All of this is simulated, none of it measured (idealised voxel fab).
Herein follows the process module entitled voxel wiring stack.
Section cut is 215 nm wide and gridded with 5 nm square cells.
A cross-section is written here as square cells arranged in a grid, and it is given in bands from the top down, each band taking up one or more rows of cells. Per band: top height and bottom height in nm, followed by the left-to-right materials and their widths in nm; "full width" marks a single material spanning edge to edge, "empty" marks empty space. The level at which height equals 0 is the one under which the wafer, as it arrives, is entirely one material. No lower edge exists for the bottom band, which continues downward and is notated as in "z 0 and below". The expression "30 to 40" gives the width at the extremes of the band, the first number at its top row of cells and the second at its bottom row, with the width changing by equal amounts from each row to the next in between. Basically "no modifications" means that step didn't change any cell in the cross-section. You'll see "Completely sealed voids" listing empty spaces that have no way open to the top, as long as they're 8 cells or more; the notation is width x height at distance, where the distance is from the left edge, and all of it is in nm. On each step's line, the part that comes after the settings is the simulator's own comment on the step. overlay nm: for a step with a mask, the amount by which the mask lay right of where it was planned; a negative amount means left of it.
## The planned process steps are enumerated hereunder
1 RECEIVE [material Si]
2 CONFORMAL_DEP [material SiO2] [thk nm 15]
3 DIRECTIONAL_DEP [material TiN] [thk nm 5]
4 DIRECTIONAL_DEP [material Ru] [thk nm 20]
5 MASKED_ETCH [tone cover] [mask id METAL_1] [width nm 25] [pitch nm 55] [etch materials Ru] [depth nm 20] [overlay nm 0]
6 MASKED_ETCH [tone cover] [mask id METAL_1] [width nm 25] [pitch nm 55] [etch materials TiN] [depth nm 5] [overlay nm 0]
7 CONFORMAL_DEP [material SiN] [thk nm 5]
8 FILL_DEP [material lowk] [thk nm 5]
9 CMP [height nm 40]
10 CONFORMAL_DEP [material SiCN] [thk nm 5]
11 DIRECTIONAL_DEP [material SiO2] [thk nm 30]
12 PATTERN [tone open] [mask id METAL_2] [material resist] [width nm 25] [pitch nm 55] [thk nm 15] [overlay nm 0]
13 DIRECTIONAL_ETCH [etch materials SiO2] [depth nm 20]
14 STRIP [etch materials resist]
15 DIRECTIONAL_DEP [material aC] [thk nm 15]
16 PATTERN [tone open] [mask id METAL_2_HOLES] [material resist] [width nm 15] [pitch nm 55] [thk nm 30] [overlay nm 0]
17 DIRECTIONAL_ETCH [etch materials aC] [depth nm 15]
18 STRIP [etch materials resist]
19 DIRECTIONAL_ETCH [etch materials SiO2] [depth nm 10]
20 DIRECTIONAL_ETCH [etch materials SiCN] [depth nm 5]
21 STRIP [etch materials aC]
22 CONFORMAL_DEP [material TiN] [thk nm 5]
23 FILL_DEP [material Cu] [thk nm 10]
24 CMP [height nm 75]
25 CONFORMAL_DEP [material SiCN] [thk nm 5]
## As-received wafer cross-section (after step 1)
z 0 and below: Si full width
Completely sealed voids: none
## End-of-module cross-section. Starting structure and process plan as above; one mistake made in running it
z 80 to 75: SiCN full width
z 75 to 65: 50 to 35 nm Cu  5 to 20 nm TiN  10 nm SiO2  5 nm TiN  35 to 20 nm Cu  5 to 20 nm TiN  10 nm SiO2  5 nm TiN  35 to 20 nm Cu  5 to 20 nm TiN  10 nm SiO2  5 nm TiN  35 nm Cu
z 65 to 60: 35 nm Cu  5 nm TiN  25 nm SiO2  5 nm TiN  20 nm Cu  5 nm TiN  25 nm SiO2  5 nm TiN  20 nm Cu  5 nm TiN  25 nm SiO2  5 nm TiN  35 nm Cu
z 60 to 55: 40 nm TiN  25 nm SiO2  30 nm TiN  25 nm SiO2  30 nm TiN  25 nm SiO2  40 nm TiN
z 55 to 45: SiO2 full width
z 45 to 40: SiCN full width
z 40 to 20: 35 nm lowk  5 nm SiN  25 nm Ru  5 nm SiN  20 nm lowk  5 nm SiN  25 nm Ru  5 nm SiN  20 nm lowk  5 nm SiN  25 nm Ru  5 nm SiN  35 nm lowk
z 20 to 15: 40 nm SiN  25 nm TiN  30 nm SiN  25 nm TiN  30 nm SiN  25 nm TiN  40 nm SiN
z 15 to 0: SiO2 full width
z 0 and below: Si full width
Completely sealed voids: none
Nonconformance to the process plan: in deviation from the planned setting, step 12 was conducted as PATTERN [tone cover] [mask id METAL_2] [material resist] [width nm 25] [pitch nm 55] [thk nm 15] [overlay nm 0]
